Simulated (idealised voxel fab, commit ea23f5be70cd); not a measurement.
Documented hereafter: the process module known as voxel self aligned vias.
Pictured: cross-section cut, 190 nm wide, on a grid of 5 nm square cells.
When this document writes out a cross-section, it uses a grid of square cells and lists it as bands, beginning at the top and moving down, with a band standing for one or more rows of cells. For a band, the entry starts with two heights in nm, that of the top and then that of the bottom, and carries on with the band's materials in order from left to right, each alongside its width in nm; the word "everywhere" beside a single material means it fills the band edge to edge, and "blank" means empty space. Heights are expressed relative to 0, this being the level below which the as-received wafer comprises one material exclusively. The lowest band is unbounded in the downward direction and is denoted as in "0 nm and below". The width entry "30 to 40" should be interpreted row by row: the top row of cells in the band takes the first number, the bottom row takes the second number, and the change between adjacent rows is uniform throughout. Given "nothing different" for a step, no cell of the cross-section differs between before and after that step. So "Closed void register" is basically the list of trapped voids: any empty space of 8 cells or more that can't reach the top through an opening. They're written width x height at distance, the distance being from the left edge, and it's all nm. The remark found on a step's line after its settings is issued by the simulator itself and pertains to that step. For masked steps, "overlay nm" on the step line gives how far right of plan the mask actually lay; a minus sign means it lay to the left.

Steps in the process plan
1) RECEIVE with material Si
2) CONFORMAL_DEP with material SiO2, thk nm 10
3) CONFORMAL_DEP with material SiCN, thk nm 5
4) DIRECTIONAL_DEP with material SiO2, thk nm 25
5) PATTERN with tone open, mask id LINES, material resist, width nm 25, pitch nm 70, thk nm 15, overlay nm 0
6) DIRECTIONAL_ETCH with etch materials SiO2, depth nm 25
7) STRIP with etch materials resist
8) CONFORMAL_DEP with material TiN, thk nm 5
9) FILL_DEP with material W, thk nm 10
10) CMP with height nm 40
11) SELECTIVE_ETCH with etch materials W Ru TiN, depth nm 5
12) FILL_DEP with material SiN, thk nm 5
13) CMP with height nm 40
14) DIRECTIONAL_DEP with material SiO2, thk nm 20
15) MASKED_ETCH with tone open, mask id VIAS, width nm 45, etch materials SiO2, depth nm 20, overlay nm 0
16) MASKED_ETCH with tone open, mask id VIAS, width nm 45, etch materials SiN, depth nm 5, overlay nm 0
17) CONFORMAL_DEP with material TiN, thk nm 5
18) FILL_DEP with material Ru, thk nm 5
19) CMP with height nm 60
20) CONFORMAL_DEP with material SiCN, thk nm 5

First wafer out of two, processed as planned

Cross-section of the wafer upon arrival, representing the state reached after step 1
    0 nm and below | Si everywhere
    Closed void register: none

Step 2 complete: cross-section through the wafer
    10 nm to 0 nm | SiO2 everywhere
    Everything under 0 stays put, no change at all.

Step 3 complete: cross-section through the wafer
    15 nm to 10 nm | SiCN everywhere
    Everything under 10 stays put, no change at all.

Step 4 complete: cross-section through the wafer
    40 nm to 15 nm | SiO2 everywhere
    Everything under 15 stays put, no change at all.

Step 5 complete: cross-section through the wafer
    55 nm to 40 nm | 45 resist; 25 blank; 45 resist; 25 blank; 50 resist
    Everything under 40 stays put, no change at all.

Step 6 complete: cross-section through the wafer
    55 nm to 40 nm | 45 resist; 25 blank; 45 resist; 25 blank; 50 resist
    40 nm to 15 nm | 45 SiO2; 25 blank; 45 SiO2; 25 blank; 50 SiO2
    Everything under 15 stays put, no change at all.

Step 7 complete: cross-section through the wafer
    40 nm to 15 nm | 45 SiO2; 25 blank; 45 SiO2; 25 blank; 50 SiO2
    Everything under 15 stays put, no change at all.

Step 8 complete: cross-section through the wafer
    45 nm to 40 nm | 50 TiN; 15 blank; 55 TiN; 15 blank; 55 TiN
    40 nm to 20 nm | 45 SiO2; 5 TiN; 15 blank; 5 TiN; 45 SiO2; 5 TiN; 15 blank; 5 TiN; 50 SiO2
    20 nm to 15 nm | 45 SiO2; 25 TiN; 45 SiO2; 25 TiN; 50 SiO2
    Everything under 15 stays put, no change at all.

Step 9 complete: cross-section through the wafer
    55 nm to 45 nm | W everywhere
    45 nm to 40 nm | 50 TiN; 15 W; 55 TiN; 15 W; 55 TiN
    40 nm to 20 nm | 45 SiO2; 5 TiN; 15 W; 5 TiN; 45 SiO2; 5 TiN; 15 W; 5 TiN; 50 SiO2
    Everything under 20 stays put, no change at all.

Step 10 complete: cross-section through the wafer
    40 nm to 20 nm | 45 SiO2; 5 TiN; 15 W; 5 TiN; 45 SiO2; 5 TiN; 15 W; 5 TiN; 50 SiO2
    Everything under 20 stays put, no change at all.

Step 11 complete: cross-section through the wafer
    40 nm to 35 nm | 45 SiO2; 25 blank; 45 SiO2; 25 blank; 50 SiO2
    Everything under 35 stays put, no change at all.

Step 12 complete: cross-section through the wafer
    45 nm to 40 nm | SiN everywhere
    40 nm to 35 nm | 45 SiO2; 25 SiN; 45 SiO2; 25 SiN; 50 SiO2
    Everything under 35 stays put, no change at all.

Step 13 complete: cross-section through the wafer
    40 nm to 35 nm | 45 SiO2; 25 SiN; 45 SiO2; 25 SiN; 50 SiO2
    Everything under 35 stays put, no change at all.

Step 14 complete: cross-section through the wafer
    60 nm to 40 nm | SiO2 everywhere
    Everything under 40 stays put, no change at all.

Step 15 complete: cross-section through the wafer
    60 nm to 40 nm | 35 SiO2; 45 blank; 110 SiO2
    Everything under 40 stays put, no change at all.

Step 16 complete: cross-section through the wafer
    60 nm to 40 nm | 35 SiO2; 45 blank; 110 SiO2
    40 nm to 35 nm | 45 SiO2; 25 blank; 45 SiO2; 25 SiN; 50 SiO2
    Everything under 35 stays put, no change at all.

Step 17 complete: cross-section through the wafer
    65 nm to 60 nm | 40 TiN; 35 blank; 115 TiN
    60 nm to 45 nm | 35 SiO2; 5 TiN; 35 blank; 5 TiN; 110 SiO2
    45 nm to 40 nm | 35 SiO2; 15 TiN; 15 blank; 15 TiN; 110 SiO2
    40 nm to 35 nm | 45 SiO2; 25 TiN; 45 SiO2; 25 SiN; 50 SiO2
    Everything under 35 stays put, no change at all.

Step 18 complete: cross-section through the wafer
    70 nm to 65 nm | Ru everywhere
    65 nm to 60 nm | 40 TiN; 35 Ru; 115 TiN
    60 nm to 45 nm | 35 SiO2; 5 TiN; 35 Ru; 5 TiN; 110 SiO2
    45 nm to 40 nm | 35 SiO2; 15 TiN; 15 Ru; 15 TiN; 110 SiO2
    Everything under 40 stays put, no change at all.

Step 19 complete: cross-section through the wafer
    60 nm to 45 nm | 35 SiO2; 5 TiN; 35 Ru; 5 TiN; 110 SiO2
    Everything under 45 stays put, no change at all.

Step 20 complete: cross-section through the wafer
    65 nm to 60 nm | SiCN everywhere
    Everything under 60 stays put, no change at all.

The second wafer: identical to the first at the outset and in its planned sequence, differing only in that one mistake was made during processing; up to and including step 16, its path is the first wafer's path

Planned end of step 17: second wafer, cross-section
    75 nm to 60 nm | 50 TiN; 15 blank; 125 TiN
    60 nm to 55 nm | 35 SiO2; 15 TiN; 15 blank; 15 TiN; 110 SiO2
    55 nm to 40 nm | 35 SiO2; 45 TiN; 110 SiO2
    40 nm to 35 nm | 45 SiO2; 25 TiN; 45 SiO2; 25 SiN; 50 SiO2
    Everything under 35 stays put, no change at all.

Planned end of step 18: second wafer, cross-section
    80 nm to 75 nm | Ru everywhere
    75 nm to 60 nm | 50 TiN; 15 Ru; 125 TiN
    60 nm to 55 nm | 35 SiO2; 15 TiN; 15 Ru; 15 TiN; 110 SiO2
    Everything under 55 stays put, no change at all.

Planned end of step 19: second wafer, cross-section
    60 nm to 55 nm | 35 SiO2; 15 TiN; 15 Ru; 15 TiN; 110 SiO2
    Everything under 55 stays put, no change at all.

Planned end of step 20: second wafer, cross-section
    65 nm to 60 nm | SiCN everywhere
    Everything under 60 stays put, no change at all.
Want to know what went wrong? step 17 went in with a setting other than planned; the actual run was CONFORMAL_DEP with material TiN, thk nm 15
The final cell counts differ between the wafers, with the second having more or fewer of some materials than the first: -21 Ru, +21 TiN
